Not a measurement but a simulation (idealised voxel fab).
process module | voxel capacitor over wiring
cross-section cut | 160 nm wide | cells 5 nm
A cross-section is a grid of square cells, given in bands from the top down. A band is one or more rows of cells.
Each band's line starts with the height of the band's top and of its bottom, in nm. Then come its materials from left to right, each with its width in nm. One material with "throughout" fills the band from edge to edge. "air" is empty space.
Height 0 is the level under which the wafer as received is all one material. The lowest band goes on downwards, as in "0 down".
A width such as "30 to 40" changes by the same amount from each row of cells to the next, from the band's top row to its bottom row.
"no change" after a step means that no cell of the cross-section changed.
closed voids: empty space of 8 cells or more with no open way to the top, each as width x height at its distance from the left edge, in nm
after a step's settings: what the simulator itself notes on the step
overlay nm, on a step with a mask: how far to the right of its planned place the mask lay; to the left if negative
plan
1 op RECEIVE | material Si
2 op CONFORMAL_DEP | material SiO2 | thk nm 10
3 op DIRECTIONAL_DEP | material TiN | thk nm 5
4 op DIRECTIONAL_DEP | material Ru | thk nm 20
5 op DIRECTIONAL_DEP | material aC | thk nm 15
6 op PATTERN | tone cover | mask id METAL_1 | material resist | width nm 25 | pitch nm 75 | thk nm 35 | overlay nm 0
7 op DIRECTIONAL_ETCH | etch materials aC | depth nm 15
8 op STRIP | etch materials resist
9 op DIRECTIONAL_ETCH | etch materials Ru | depth nm 20
10 op DIRECTIONAL_ETCH | etch materials TiN | depth nm 5
11 op STRIP | etch materials aC
12 op FILL_DEP | material lowk | thk nm 5
13 op CMP | height nm 35
14 op CONFORMAL_DEP | material SiCN | thk nm 5
15 op DIRECTIONAL_DEP | material SiO2 | thk nm 10
16 op DIRECTIONAL_DEP | material aC | thk nm 10
17 op PATTERN | tone open | mask id PLUG_1 | material resist | width nm 15 | thk nm 30 | overlay nm 0
18 op DIRECTIONAL_ETCH | etch materials aC | depth nm 10
19 op STRIP | etch materials resist
20 op DIRECTIONAL_ETCH | etch materials SiO2 | depth nm 10
21 op DIRECTIONAL_ETCH | etch materials SiCN | depth nm 5
22 op STRIP | etch materials aC
23 op CONFORMAL_DEP | material TiN | thk nm 5
24 op FILL_DEP | material Ru | thk nm 5
25 op CMP | height nm 50
26 op DIRECTIONAL_DEP | material TiN | thk nm 10
27 op DIRECTIONAL_DEP | material HfO2 | thk nm 5
28 op DIRECTIONAL_DEP | material TiN | thk nm 10
29 op MASKED_ETCH | tone cover | mask id UPPER_PLATE | width nm 55 | etch materials TiN | depth nm 10 | overlay nm 0
30 op MASKED_ETCH | tone cover | mask id UPPER_PLATE | width nm 55 | etch materials HfO2 | depth nm 5 | overlay nm 0
31 op PATTERN | tone cover | mask id LOWER_PLATE | material resist | width nm 65 | thk nm 20 | overlay nm 0
32 op DIRECTIONAL_ETCH | etch materials TiN | depth nm 10
33 op STRIP | etch materials resist
34 op FILL_DEP | material SiO2 | thk nm 20
35 op CMP | height nm 90
36 op PATTERN | tone open | mask id PLUG_2 | material resist | width nm 15 | thk nm 20 | overlay nm 0
37 op DIRECTIONAL_ETCH | etch materials SiO2 | depth nm 15
38 op STRIP | etch materials resist
39 op CONFORMAL_DEP | material TiN | thk nm 5
40 op FILL_DEP | material W | thk nm 5
41 op CMP | height nm 90
42 op CONFORMAL_DEP | material SiN | thk nm 5
as received, after step 1
  0 down: Si throughout
  closed voids: none
a wafer at the end: this start, this plan, one mistake
  95 to 90: SiN throughout
  90 to 80: SiO2 50 | TiN 5 | W 5 | TiN 5 | SiO2 95
  80 to 75: SiO2 50 | TiN 15 | SiO2 95
  75 to 65: SiO2 40 | TiN 55 | SiO2 65
  65 to 60: SiO2 40 | HfO2 55 | SiO2 65
  60 to 50: SiO2 35 | TiN 65 | SiO2 60
  50 to 40: SiO2 40 | TiN 5 | Ru 5 | TiN 5 | SiO2 105
  40 to 35: SiCN 40 | TiN 15 | SiCN 105
  35 to 15: aC 30 | Ru 25 | aC 50 | Ru 25 | aC 30
  15 to 10: aC 30 | TiN 25 | aC 50 | TiN 25 | aC 30
  10 to 0: SiO2 throughout
  0 down: Si throughout
  closed voids: none
what went wrong: step 12 ran as: op FILL_DEP | material aC | thk nm 5
